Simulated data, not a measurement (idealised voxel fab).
Title: Process Module voxel ribs on slabs
cross-section cut | 155 nm wide | cells 5 nm
In this document a cross-section is written as a grid of square cells. It is given as a series of bands, listed from the top down, and a band is one or more rows of cells.
It is stipulated that each band's entry specify, in nanometres, the height of the top of the band and then that of its bottom, followed by the materials of the band in left-to-right sequence, each together with its width in nanometres. A single material marked by the word "full width" is understood to fill the band from edge to edge; the word "air" is understood to denote empty space.
Ref level 0: as-received wafer is one material below here. Bottom band extends down with no lower bound ("0 -> down").
Read "30..40" as a graded width: first number on top, second number at the bottom, same change between each pair of neighbouring rows.
"no alteration" for a step: no cell of the cross-section changed in that step.
Heads up: "Enclosed voids" only lists the empty pockets with no open path to the top that are 8 cells or more, and it writes them as width x height at distance, distance from the left edge, in nm.
Where a step's line continues beyond its settings, the continuation is a remark by the simulator itself on that step.
overlay nm: step with mask; distance mask lay right of planned place; negative value = left of planned place.
The steps planned for the process are as follows
step 1: RECEIVE: material Si
step 2: DIRECTIONAL_DEP: material SiO2, thk nm 20
step 3: DIRECTIONAL_DEP: material polySi, thk nm 25
step 4: PATTERN: tone cover, mask id RIB, material resist, width nm 25, thk nm 15, overlay nm 0
step 5: DIRECTIONAL_ETCH: etch materials polySi, depth nm 5
step 6: STRIP: etch materials resist
step 7: MASKED_ETCH: tone cover, mask id SLAB, width nm 85, etch materials polySi, depth nm 20, overlay nm 0
step 8: FILL_DEP: material SiO2, thk nm 30
step 9: CMP: height nm 65
step 10: DIRECTIONAL_DEP: material TiN, thk nm 10
step 11: DIRECTIONAL_DEP: material aC, thk nm 10
step 12: PATTERN: tone cover, mask id HEATER, material resist, width nm 35, thk nm 30, overlay nm 0
step 13: DIRECTIONAL_ETCH: etch materials aC, depth nm 10
step 14: STRIP: etch materials resist
step 15: DIRECTIONAL_ETCH: etch materials TiN, depth nm 10
step 16: STRIP: etch materials aC
step 17: CONFORMAL_DEP: material SiN, thk nm 10
First of two wafers, processed according to plan
Cross-section, incoming material, after step 1
    0 -> down | Si full width
    Enclosed voids: none
Once step 2 is through, the wafer looks like this in cross-section
    20 -> 0 | SiO2 full width
    Everything under 0 stays put, no change at all.
Once step 3 is through, the wafer looks like this in cross-section
    45 -> 20 | polySi full width
    Everything under 20 stays put, no change at all.
Once step 4 is through, the wafer looks like this in cross-section
    60 -> 45 | 65 of air; 25 of resist; 65 of air
    Everything under 45 stays put, no change at all.
Once step 5 is through, the wafer looks like this in cross-section
    60 -> 45 | 65 of air; 25 of resist; 65 of air
    45 -> 40 | 65 of air; 25 of polySi; 65 of air
    Everything under 40 stays put, no change at all.
Once step 6 is through, the wafer looks like this in cross-section
    45 -> 40 | 65 of air; 25 of polySi; 65 of air
    Everything under 40 stays put, no change at all.
Once step 7 is through, the wafer looks like this in cross-section
    45 -> 40 | 65 of air; 25 of polySi; 65 of air
    40 -> 20 | 35 of air; 85 of polySi; 35 of air
    Everything under 20 stays put, no change at all.
Once step 8 is through, the wafer looks like this in cross-section
    75 -> 45 | SiO2 full width
    45 -> 40 | 65 of SiO2; 25 of polySi; 65 of SiO2
    40 -> 20 | 35 of SiO2; 85 of polySi; 35 of SiO2
    Everything under 20 stays put, no change at all.
Once step 9 is through, the wafer looks like this in cross-section
    65 -> 45 | SiO2 full width
    Everything under 45 stays put, no change at all.
Once step 10 is through, the wafer looks like this in cross-section
    75 -> 65 | TiN full width
    Everything under 65 stays put, no change at all.
Once step 11 is through, the wafer looks like this in cross-section
    85 -> 75 | aC full width
    Everything under 75 stays put, no change at all.
Once step 12 is through, the wafer looks like this in cross-section
    115 -> 85 | 60 of air; 35 of resist; 60 of air
    Everything under 85 stays put, no change at all.
Once step 13 is through, the wafer looks like this in cross-section
    105 -> 85 | 60 of air; 35 of resist; 60 of air
    85 -> 75 | 60 of air; 35 of aC; 60 of air
    Everything under 75 stays put, no change at all.
Once step 14 is through, the wafer looks like this in cross-section
    85 -> 75 | 60 of air; 35 of aC; 60 of air
    Everything under 75 stays put, no change at all.
Once step 15 is through, the wafer looks like this in cross-section
    85 -> 75 | 60 of air; 35 of aC; 60 of air
    75 -> 65 | 60 of air; 35 of TiN; 60 of air
    Everything under 65 stays put, no change at all.
Once step 16 is through, the wafer looks like this in cross-section
    75 -> 65 | 60 of air; 35 of TiN; 60 of air
    Everything under 65 stays put, no change at all.
Once step 17 is through, the wafer looks like this in cross-section
    85 -> 75 | 50 of air; 55 of SiN; 50 of air
    75 -> 65 | 60 of SiN; 35 of TiN; 60 of SiN
    Everything under 65 stays put, no change at all.
Wafer two of two - same starting point, same process plan, one mistake in execution; matches wafer one up to and including step 16
Second wafer cross-section, taken as of the time the plan sets for step 17 to be done: no alteration
Short version of what went wrong: yeah, step 17 of the plan got skipped, never ran
Looking at both finished wafers in cells, the second ends up ahead of or behind the first on some materials: -70 SiN
